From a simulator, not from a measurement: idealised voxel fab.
Process module under the name voxel local oxidation
The width of the displayed cross-section, cut, is 275 nm; its cells are square, with a size of 5 nm.
In this document a cross-section is written as a grid of square cells. It is given as a series of bands, listed from the top down, and a band is one or more rows of cells.
For a band, the entry starts with two heights in nm, that of the top and then that of the bottom, and carries on with the band's materials in order from left to right, each alongside its width in nm; the word "everywhere" beside a single material means it fills the band edge to edge, and "blank" means empty space.
The reference from which all heights are counted is 0, the level beneath which the as-received wafer is entirely one material; the lowest band, having no lower bound, proceeds downward and is written after the example "top 0, no bottom".
When a width is written as two numbers, as in "30 to 40", the first number is the width in the top row of cells of the band and the second is the width in its bottom row, and the width changes by the same amount from each row to the next.
Step marked "no change occurred"? Then no cell in the cross-section changed in it.
The list in "Fully enclosed voids" covers empty spaces of 8 cells or more that cannot reach the top through any open way, and it gives each as width x height at distance; the distance is from the left edge, and width, height and distance are in nm.
after a step's settings: what the simulator itself notes on the step
overlay nm: for a step with a mask, the amount by which the mask lay right of where it was planned; a negative amount means left of it.
plan:
| 1 | RECEIVE, material Si |
| 2 | OXIDIZE, depth nm 5 |
| 3 | CONFORMAL_DEP, material SiN, thk nm 15 |
| 4 | PATTERN, tone cover, mask id ACTIVE, material resist, width nm 115, thk nm 20, overlay nm 0 |
| 5 | DIRECTIONAL_ETCH, etch materials SiN, depth nm 15 |
| 6 | STRIP, etch materials resist |
| 7 | SELECTIVE_ETCH, etch materials SiO2, depth nm 5 |
| 8 | OXIDIZE, depth nm 10 |
| 9 | STRIP, etch materials SiN |
Incoming wafer, cross-sectional view, post step 1:
> top 0, no bottom = Si everywhere
> Fully enclosed voids: none
Wafer at module end, in section. Began as above, planned as above, run with one mistake:
> top 0, bottom -5 = SiO2 75, blank 125, SiO2 75
> top -5, bottom -15 = Si 65, SiO2 145, Si 65
> top -15, no bottom = Si everywhere
> Fully enclosed voids: none
Deviation noted in wafer processing: in deviation from the planned setting, step 4 was conducted as PATTERN, tone open, mask id ACTIVE, material resist, width nm 115, thk nm 20, overlay nm 0
